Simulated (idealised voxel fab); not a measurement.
Herein follows the process module entitled voxel ribs on slabs.
Pictured: cross-section cut, 155 nm wide, on a grid of 5 nm square cells.
For the purposes of this document, a cross-section shall be understood as a grid of square cells, specified as bands listed in top-to-bottom order, each band consisting of one or more rows of cells.
Band: top and bottom heights (nm) first, top before bottom; then materials from left to right, widths in nm. "full width" marks a sole material filling the band edge to edge. "air" denotes empty space.
The reference from which all heights are counted is 0, the level beneath which the as-received wafer is entirely one material; the lowest band, having no lower bound, proceeds downward and is written after the example "0 down".
Top row gets the first number, bottom row gets the second, and each row in between changes by the same step: that is how a band width like "30->40" works.
It should be understood that the words "everything unchanged", when stated for a given step, signify that the cross-section underwent no change in any of its cells during that step.
In "Enclosed cavities" the enclosed voids are listed, meaning empty spaces of 8 cells or larger without any opening to the top. The form is width x height at distance, distance from the left edge, units nm.
What comes after the settings on a step's line is commentary from the simulator itself on that step.
"overlay nm" answers the question of how far to the right of plan the mask lay on a step that has a mask, and when it is negative the answer is to the left.

Set out below are the planned steps of the process
| 1 | op RECEIVE | material Si |
| 2 | op DIRECTIONAL_DEP | material SiO2 | thk nm 30 |
| 3 | op DIRECTIONAL_DEP | material polySi | thk nm 25 |
| 4 | op PATTERN | tone cover | mask id RIB | material resist | width nm 30 | thk nm 15 | overlay nm 0 |
| 5 | op DIRECTIONAL_ETCH | etch materials polySi | depth nm 10 |
| 6 | op STRIP | etch materials resist |
| 7 | op MASKED_ETCH | tone cover | mask id SLAB | width nm 60 | etch materials polySi | depth nm 15 | overlay nm 0 |
| 8 | op FILL_DEP | material SiO2 | thk nm 25 |
| 9 | op CMP | height nm 70 |
| 10 | op DIRECTIONAL_DEP | material W | thk nm 10 |
| 11 | op PATTERN | tone cover | mask id HEATER | material resist | width nm 40 | thk nm 15 | overlay nm 0 |
| 12 | op DIRECTIONAL_ETCH | etch materials W | depth nm 10 |
| 13 | op STRIP | etch materials resist |
| 14 | op CONFORMAL_DEP | material SiO2 | thk nm 5 |
For clarity, it should be stated that the wafers under discussion commence in an identical condition and differ with respect to the thk nm of step 14, the plan indicating the value that the first wafer had.

Sectional view: first of several wafers, as received, after step 1
  0 down: Si full width
  Enclosed cavities: none

The cross-section of the first of several wafers is given below for the end of the module, after its final step, step 14
  85 to 80: air 50 nm, then SiO2 50 nm, then air 55 nm
  80 to 75: air 50 nm, then SiO2 5 nm, then W 40 nm, then SiO2 5 nm, then air 55 nm
  75 to 70: SiO2 55 nm, then W 40 nm, then SiO2 60 nm
  70 to 55: SiO2 full width
  55 to 45: SiO2 60 nm, then polySi 30 nm, then SiO2 65 nm
  45 to 30: SiO2 45 nm, then polySi 60 nm, then SiO2 50 nm
  30 to 0: SiO2 full width
  0 down: Si full width
  Enclosed cavities: none

Cross-section of the final wafer among several, taken at the end of the module
  105 to 95: air 30 nm, then SiO2 90 nm, then air 35 nm
  95 to 80: SiO2 full width
  80 to 70: SiO2 55 nm, then W 40 nm, then SiO2 60 nm
  70 to 55: SiO2 full width
  55 to 45: SiO2 60 nm, then polySi 30 nm, then SiO2 65 nm
  45 to 30: SiO2 45 nm, then polySi 60 nm, then SiO2 50 nm
  30 to 0: SiO2 full width
  0 down: Si full width
  Enclosed cavities: none

Table: wafers, a row each; end-of-module cell change per material since receipt, gain (+), loss (-); then closed voids
thk nm 5; +421 SiO2; +16 W; +48 polySi; Enclosed cavities: none
thk nm 10; +456 SiO2; +16 W; +48 polySi; Enclosed cavities: none
thk nm 15; +491 SiO2; +16 W; +48 polySi; Enclosed cavities: none
thk nm 20; +526 SiO2; +16 W; +48 polySi; Enclosed cavities: none
thk nm 25; +561 SiO2; +16 W; +48 polySi; Enclosed cavities: none
